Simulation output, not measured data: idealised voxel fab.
process module | voxel capacitor over wiring
Cross-section cut spans 195 nm and uses square cells 5 nm in size.
Cross-section format: a grid of square cells, given as bands from top to bottom; each band is one or more rows of cells.
Look at the band entry: it leads with the top's height and the bottom's height in nm. Then it lists the materials left to right, with a width in nm for each. The word "everywhere" on a single material says that material fills the band edge to edge. The word "blank" is empty space.
We count height from 0. Below that, the starting wafer is all one material. The lowest band never ends at the bottom but goes on down; see "0 nm and below" for how that is written.
A width given as "30 to 40" starts at the first number in the band's top row and ends at the second number in its bottom row, shifting by an equal amount at every step from row to row.
Key: "remains unaltered" - step with no changed cell in the cross-section.
Entry "Entrapped voids" = empty spaces >= 8 cells with no open way to the top; each as width x height at distance, distance from left edge, all nm.
What comes after the settings on a step's line is commentary from the simulator itself on that step.
On any step carrying a mask, the "overlay nm" setting, if present on the step's line, tells how far right of its planned place the mask lay; negative values point to the left.

Process steps (planned):
1) RECEIVE,material Si
2) CONFORMAL_DEP,material SiO2,thk nm 10
3) CONFORMAL_DEP,material SiCN,thk nm 5
4) DIRECTIONAL_DEP,material SiO2,thk nm 20
5) PATTERN,tone open,mask id METAL_1,material resist,width nm 30,pitch nm 100,thk nm 15,overlay nm 0
6) DIRECTIONAL_ETCH,etch materials SiO2,depth nm 20
7) DIRECTIONAL_ETCH,etch materials SiCN,depth nm 5
8) STRIP,etch materials resist
9) CONFORMAL_DEP,material TiN,thk nm 5
10) FILL_DEP,material W,thk nm 5
11) CMP,height nm 35
12) EPI,material Ru,thk nm 5
13) FILL_DEP,material SiCN,thk nm 5
14) DIRECTIONAL_DEP,material lowk,thk nm 15
15) PATTERN,tone open,mask id PLUG_1,material resist,width nm 15,thk nm 15,overlay nm 0
16) DIRECTIONAL_ETCH,etch materials lowk,depth nm 15
17) DIRECTIONAL_ETCH,etch materials SiCN,depth nm 5
18) STRIP,etch materials resist
19) EPI,material Ru,thk nm 10
20) EPI,material Ru,thk nm 10
21) DIRECTIONAL_DEP,material TiN,thk nm 5
22) DIRECTIONAL_DEP,material Al2O3,thk nm 5
23) DIRECTIONAL_DEP,material TiN,thk nm 10
24) PATTERN,tone cover,mask id UPPER_PLATE,material resist,width nm 75,thk nm 20,overlay nm 0
25) DIRECTIONAL_ETCH,etch materials TiN,depth nm 10
26) DIRECTIONAL_ETCH,etch materials Al2O3,depth nm 5
27) STRIP,etch materials resist
28) PATTERN,tone cover,mask id LOWER_PLATE,material resist,width nm 85,thk nm 15,overlay nm 0
29) DIRECTIONAL_ETCH,etch materials TiN,depth nm 5
30) STRIP,etch materials resist
31) FILL_DEP,material SiO2,thk nm 20
32) CMP,height nm 95
33) DIRECTIONAL_DEP,material aC,thk nm 15
34) PATTERN,tone open,mask id PLUG_2,material resist,width nm 15,thk nm 30,overlay nm 0
35) DIRECTIONAL_ETCH,etch materials aC,depth nm 15
36) STRIP,etch materials resist
37) DIRECTIONAL_ETCH,etch materials SiO2,depth nm 5
38) STRIP,etch materials aC
39) CONFORMAL_DEP,material TiN,thk nm 5
40) FILL_DEP,material Cu,thk nm 10
41) CMP,height nm 95
42) CONFORMAL_DEP,material SiCN,thk nm 5
For clarity, it should be stated that the wafers under discussion commence in an identical condition and differ with respect to the depth nm of step 37, the plan indicating the value that the first wafer had.

The as-received cross-section of the first of several wafers corresponds to the state after step 1:
* 0 nm and below: Si everywhere
* Entrapped voids: none

Wafer cross-section (first of several) - module end, post step 42 (last step):
* 100 nm to 95 nm: SiCN everywhere
* 95 nm to 90 nm: SiO2: 55, TiN: 15, SiO2: 125
* 90 nm to 80 nm: SiO2 everywhere
* 80 nm to 70 nm: SiO2: 45, TiN: 75, SiO2: 75
* 70 nm to 65 nm: SiO2: 45, Al2O3: 75, SiO2: 75
* 65 nm to 60 nm: SiO2: 40, TiN: 85, SiO2: 70
* 60 nm to 45 nm: lowk: 45, Ru: 15, lowk: 135
* 45 nm to 40 nm: SiCN: 45, Ru: 15, SiCN: 135
* 40 nm to 35 nm: SiCN: 25, Ru: 40, SiCN: 60, Ru: 40, SiCN: 30
* 35 nm to 15 nm: SiO2: 30, TiN: 5, W: 20, TiN: 5, SiO2: 70, TiN: 5, W: 20, TiN: 5, SiO2: 35
* 15 nm to 10 nm: SiCN: 30, TiN: 30, SiCN: 70, TiN: 30, SiCN: 35
* 10 nm to 0 nm: SiO2 everywhere
* 0 nm and below: Si everywhere
* Entrapped voids: none

A cross-section through the last wafer at the close of the module:
* 100 nm to 95 nm: SiCN everywhere
* 95 nm to 85 nm: SiO2: 55, TiN: 5, Cu: 5, TiN: 5, SiO2: 125
* 85 nm to 80 nm: SiO2: 55, TiN: 15, SiO2: 125
* 80 nm to 70 nm: SiO2: 45, TiN: 75, SiO2: 75
* 70 nm to 65 nm: SiO2: 45, Al2O3: 75, SiO2: 75
* 65 nm to 60 nm: SiO2: 40, TiN: 85, SiO2: 70
* 60 nm to 45 nm: lowk: 45, Ru: 15, lowk: 135
* 45 nm to 40 nm: SiCN: 45, Ru: 15, SiCN: 135
* 40 nm to 35 nm: SiCN: 25, Ru: 40, SiCN: 60, Ru: 40, SiCN: 30
* 35 nm to 15 nm: SiO2: 30, TiN: 5, W: 20, TiN: 5, SiO2: 70, TiN: 5, W: 20, TiN: 5, SiO2: 35
* 15 nm to 10 nm: SiCN: 30, TiN: 30, SiCN: 70, TiN: 30, SiCN: 35
* 10 nm to 0 nm: SiO2 everywhere
* 0 nm and below: Si everywhere
* Entrapped voids: none

The rows of the table below are wafers. Looking at the end of the module, a row counts, for every material, the cells the wafer has gained, shown as (+), or lost, shown as (-), since it was received; its closed voids come next:
depth nm 5, +15 Al2O3, +28 Ru, +125 SiCN, +394 SiO2, +78 TiN, +32 W, +108 lowk, Entrapped voids: none
depth nm 10, +15 Al2O3, +1 Cu, +28 Ru, +125 SiCN, +391 SiO2, +80 TiN, +32 W, +108 lowk, Entrapped voids: none
depth nm 15, +15 Al2O3, +2 Cu, +28 Ru, +125 SiCN, +388 SiO2, +82 TiN, +32 W, +108 lowk, Entrapped voids: none
depth nm 20, +15 Al2O3, +2 Cu, +28 Ru, +125 SiCN, +388 SiO2, +82 TiN, +32 W, +108 lowk, Entrapped voids: none
depth nm 25, +15 Al2O3, +2 Cu, +28 Ru, +125 SiCN, +388 SiO2, +82 TiN, +32 W, +108 lowk, Entrapped voids: none
depth nm 30, +15 Al2O3, +2 Cu, +28 Ru, +125 SiCN, +388 SiO2, +82 TiN, +32 W, +108 lowk, Entrapped voids: none
